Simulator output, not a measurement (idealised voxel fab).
Process module, titled voxel self aligned contacts
The cross-section on display is named cut; it measures 185 nm wide, and its cells are 5 nm squares.
When this document writes out a cross-section, it uses a grid of square cells and lists it as bands, beginning at the top and moving down, with a band standing for one or more rows of cells.
In this notation a band is specified by the heights of its top and bottom, in that order and in nm, after which its materials appear from left to right, each paired with its width in nm. The word "edge to edge" attached to a single material means that material fills the band from edge to edge; the word "empty" stands for empty space.
Heights are measured from 0, the level below which the as-received wafer is all one material; the lowest band has no bottom and continues downward, written as in "0 -> down".
Note: "30 to 40" means the width goes from the first number (top row of the band) to the second number (bottom row) in equal steps per row of cells.
For the purposes of this document, the phrase "same as before" attached to a step denotes that no cell within the cross-section was modified by that step.
Empty spaces counting at least 8 cells and having no open way to the top are listed in "Cavities, sealed". The notation width x height at distance is used for each, the distance being from the left edge and all three values in nm.
Whatever follows a step's settings on its line is a remark the simulator itself makes about that step.
overlay nm: mask right of planned place by this much (step with mask). Neg. = left.

## Here's what the planned process steps look like
1 RECEIVE | material Si
2 CONFORMAL_DEP | material SiO2 | thk nm 5
3 DIRECTIONAL_DEP | material polySi | thk nm 20
4 DIRECTIONAL_DEP | material SiN | thk nm 15
5 DIRECTIONAL_DEP | material aC | thk nm 10
6 PATTERN | tone cover | mask id GATE | material resist | width nm 30 | pitch nm 65 | thk nm 30 | overlay nm 0
7 DIRECTIONAL_ETCH | etch materials aC | depth nm 10
8 STRIP | etch materials resist
9 DIRECTIONAL_ETCH | etch materials SiN | depth nm 15
10 DIRECTIONAL_ETCH | etch materials polySi | depth nm 20
11 STRIP | etch materials aC
12 CONFORMAL_DEP | material SiN | thk nm 5
13 DIRECTIONAL_ETCH | etch materials SiN | depth nm 5
14 FILL_DEP | material SiO2 | thk nm 15
15 CMP | height nm 45
16 DIRECTIONAL_DEP | material aC | thk nm 15
17 PATTERN | tone open | mask id CONTACT | material resist | width nm 45 | thk nm 30 | overlay nm 0
18 DIRECTIONAL_ETCH | etch materials aC | depth nm 15
19 STRIP | etch materials resist
20 DIRECTIONAL_ETCH | etch materials SiO2 | depth nm 45
21 STRIP | etch materials aC
22 CONFORMAL_DEP | material TiN | thk nm 5
23 FILL_DEP | material W | thk nm 10
24 CMP | height nm 45
25 CONFORMAL_DEP | material SiCN | thk nm 5

## First of two wafers, with the run carried out as planned

## Wafer as received: cross-section following step 1
0 -> down: Si edge to edge
Cavities, sealed: none

## after step 2
5 -> 0: SiO2 edge to edge
Below 0, no change.

## after step 3
25 -> 5: polySi edge to edge
Below 5, no change.

## after step 4
40 -> 25: SiN edge to edge
Below 25, no change.

## after step 5
50 -> 40: aC edge to edge
Below 40, no change.

## after step 6
80 -> 50: empty 45 / resist 30 / empty 35 / resist 30 / empty 45
Below 50, no change.

## after step 7
70 -> 50: empty 45 / resist 30 / empty 35 / resist 30 / empty 45
50 -> 40: empty 45 / aC 30 / empty 35 / aC 30 / empty 45
Below 40, no change.

## after step 8
50 -> 40: empty 45 / aC 30 / empty 35 / aC 30 / empty 45
Below 40, no change.

## after step 9
50 -> 40: empty 45 / aC 30 / empty 35 / aC 30 / empty 45
40 -> 25: empty 45 / SiN 30 / empty 35 / SiN 30 / empty 45
Below 25, no change.

## after step 10
50 -> 40: empty 45 / aC 30 / empty 35 / aC 30 / empty 45
40 -> 25: empty 45 / SiN 30 / empty 35 / SiN 30 / empty 45
25 -> 5: empty 45 / polySi 30 / empty 35 / polySi 30 / empty 45
Below 5, no change.

## after step 11
40 -> 25: empty 45 / SiN 30 / empty 35 / SiN 30 / empty 45
Below 25, no change.

## after step 12
45 -> 25: empty 40 / SiN 40 / empty 25 / SiN 40 / empty 40
25 -> 10: empty 40 / SiN 5 / polySi 30 / SiN 5 / empty 25 / SiN 5 / polySi 30 / SiN 5 / empty 40
10 -> 5: SiN 45 / polySi 30 / SiN 35 / polySi 30 / SiN 45
Below 5, no change.

## after step 13
40 -> 25: empty 40 / SiN 40 / empty 25 / SiN 40 / empty 40
25 -> 5: empty 40 / SiN 5 / polySi 30 / SiN 5 / empty 25 / SiN 5 / polySi 30 / SiN 5 / empty 40
Below 5, no change.

## after step 14
55 -> 40: SiO2 edge to edge
40 -> 25: SiO2 40 / SiN 40 / SiO2 25 / SiN 40 / SiO2 40
25 -> 5: SiO2 40 / SiN 5 / polySi 30 / SiN 5 / SiO2 25 / SiN 5 / polySi 30 / SiN 5 / SiO2 40
Below 5, no change.

## after step 15
45 -> 40: SiO2 edge to edge
Below 40, no change.

## after step 16
60 -> 45: aC edge to edge
Below 45, no change.

## after step 17
90 -> 60: resist 70 / empty 45 / resist 70
Below 60, no change.

## after step 18
75 -> 60: resist 70 / empty 45 / resist 70
60 -> 45: aC 70 / empty 45 / aC 70
Below 45, no change.

## after step 19
60 -> 45: aC 70 / empty 45 / aC 70
Below 45, no change.

## after step 20
60 -> 45: aC 70 / empty 45 / aC 70
45 -> 40: SiO2 70 / empty 45 / SiO2 70
40 -> 25: SiO2 40 / SiN 40 / empty 25 / SiN 40 / SiO2 40
25 -> 5: SiO2 40 / SiN 5 / polySi 30 / SiN 5 / empty 25 / SiN 5 / polySi 30 / SiN 5 / SiO2 40
5 -> 0: SiO2 80 / empty 25 / SiO2 80
Below 0, no change.

## after step 21
45 -> 40: SiO2 70 / empty 45 / SiO2 70
Below 40, no change.

## after step 22
50 -> 45: TiN 75 / empty 35 / TiN 75
45 -> 40: SiO2 70 / TiN 15 / empty 15 / TiN 15 / SiO2 70
40 -> 25: SiO2 40 / SiN 40 / TiN 5 / empty 15 / TiN 5 / SiN 40 / SiO2 40
25 -> 5: SiO2 40 / SiN 5 / polySi 30 / SiN 5 / TiN 5 / empty 15 / TiN 5 / SiN 5 / polySi 30 / SiN 5 / SiO2 40
5 -> 0: SiO2 80 / TiN 25 / SiO2 80
Below 0, no change.

## after step 23
60 -> 50: W edge to edge
50 -> 45: TiN 75 / W 35 / TiN 75
45 -> 40: SiO2 70 / TiN 15 / W 15 / TiN 15 / SiO2 70
40 -> 25: SiO2 40 / SiN 40 / TiN 5 / W 15 / TiN 5 / SiN 40 / SiO2 40
25 -> 5: SiO2 40 / SiN 5 / polySi 30 / SiN 5 / TiN 5 / W 15 / TiN 5 / SiN 5 / polySi 30 / SiN 5 / SiO2 40
Below 5, no change.

## after step 24
45 -> 40: SiO2 70 / TiN 15 / W 15 / TiN 15 / SiO2 70
Below 40, no change.

## after step 25
50 -> 45: SiCN edge to edge
Below 45, no change.

## Second wafer: same start and same plan as the first, one execution error; identical to the first through step 1

## Second wafer, section view, time point: scheduled end of step 2
20 -> 0: polySi edge to edge
Below 0, no change.

## Second wafer, section view, time point: scheduled end of step 3
25 -> 20: SiO2 edge to edge
Below 20, no change.

## Second wafer, section view, time point: scheduled end of step 4
40 -> 25: SiN edge to edge
Below 25, no change.

## Second wafer, section view, time point: scheduled end of step 5
50 -> 40: aC edge to edge
Below 40, no change.

## Second wafer, section view, time point: scheduled end of step 6
80 -> 50: empty 45 / resist 30 / empty 35 / resist 30 / empty 45
Below 50, no change.

## Second wafer, section view, time point: scheduled end of step 7
70 -> 50: empty 45 / resist 30 / empty 35 / resist 30 / empty 45
50 -> 40: empty 45 / aC 30 / empty 35 / aC 30 / empty 45
Below 40, no change.

## Second wafer, section view, time point: scheduled end of step 8
50 -> 40: empty 45 / aC 30 / empty 35 / aC 30 / empty 45
Below 40, no change.

## Second wafer, section view, time point: scheduled end of step 9
50 -> 40: empty 45 / aC 30 / empty 35 / aC 30 / empty 45
40 -> 25: empty 45 / SiN 30 / empty 35 / SiN 30 / empty 45
Below 25, no change.

Second wafer, section view, time point: scheduled end of step 10: same as before

## Second wafer, section view, time point: scheduled end of step 11
40 -> 25: empty 45 / SiN 30 / empty 35 / SiN 30 / empty 45
Below 25, no change.

## Second wafer, section view, time point: scheduled end of step 12
45 -> 30: empty 40 / SiN 40 / empty 25 / SiN 40 / empty 40
30 -> 25: SiN edge to edge
Below 25, no change.

## Second wafer, section view, time point: scheduled end of step 13
40 -> 25: empty 40 / SiN 40 / empty 25 / SiN 40 / empty 40
Below 25, no change.

## Second wafer, section view, time point: scheduled end of step 14
55 -> 40: SiO2 edge to edge
40 -> 25: SiO2 40 / SiN 40 / SiO2 25 / SiN 40 / SiO2 40
Below 25, no change.

## Second wafer, section view, time point: scheduled end of step 15
45 -> 40: SiO2 edge to edge
Below 40, no change.

## Second wafer, section view, time point: scheduled end of step 16
60 -> 45: aC edge to edge
Below 45, no change.

## Second wafer, section view, time point: scheduled end of step 17
90 -> 60: resist 70 / empty 45 / resist 70
Below 60, no change.

## Second wafer, section view, time point: scheduled end of step 18
75 -> 60: resist 70 / empty 45 / resist 70
60 -> 45: aC 70 / empty 45 / aC 70
Below 45, no change.

## Second wafer, section view, time point: scheduled end of step 19
60 -> 45: aC 70 / empty 45 / aC 70
Below 45, no change.

## Second wafer, section view, time point: scheduled end of step 20
60 -> 45: aC 70 / empty 45 / aC 70
45 -> 40: SiO2 70 / empty 45 / SiO2 70
40 -> 25: SiO2 40 / SiN 40 / empty 25 / SiN 40 / SiO2 40
25 -> 20: SiO2 80 / empty 25 / SiO2 80
Below 20, no change.

## Second wafer, section view, time point: scheduled end of step 21
45 -> 40: SiO2 70 / empty 45 / SiO2 70
Below 40, no change.

## Second wafer, section view, time point: scheduled end of step 22
50 -> 45: TiN 75 / empty 35 / TiN 75
45 -> 40: SiO2 70 / TiN 15 / empty 15 / TiN 15 / SiO2 70
40 -> 25: SiO2 40 / SiN 40 / TiN 5 / empty 15 / TiN 5 / SiN 40 / SiO2 40
25 -> 20: SiO2 80 / TiN 25 / SiO2 80
Below 20, no change.

## Second wafer, section view, time point: scheduled end of step 23
60 -> 50: W edge to edge
50 -> 45: TiN 75 / W 35 / TiN 75
45 -> 40: SiO2 70 / TiN 15 / W 15 / TiN 15 / SiO2 70
40 -> 25: SiO2 40 / SiN 40 / TiN 5 / W 15 / TiN 5 / SiN 40 / SiO2 40
Below 25, no change.

## Second wafer, section view, time point: scheduled end of step 24
45 -> 40: SiO2 70 / TiN 15 / W 15 / TiN 15 / SiO2 70
Below 40, no change.

## Second wafer, section view, time point: scheduled end of step 25
50 -> 45: SiCN edge to edge
Below 45, no change.
Where did the run depart from the plan? the processing plan was not followed for steps 2 and 3, which were run with their positions exchanged
It is noted that, at the conclusion of processing, the second wafer exhibits a higher or lower cell count for certain materials relative to the first: SiN -16, SiO2 -64, TiN -8, W -12, polySi +100
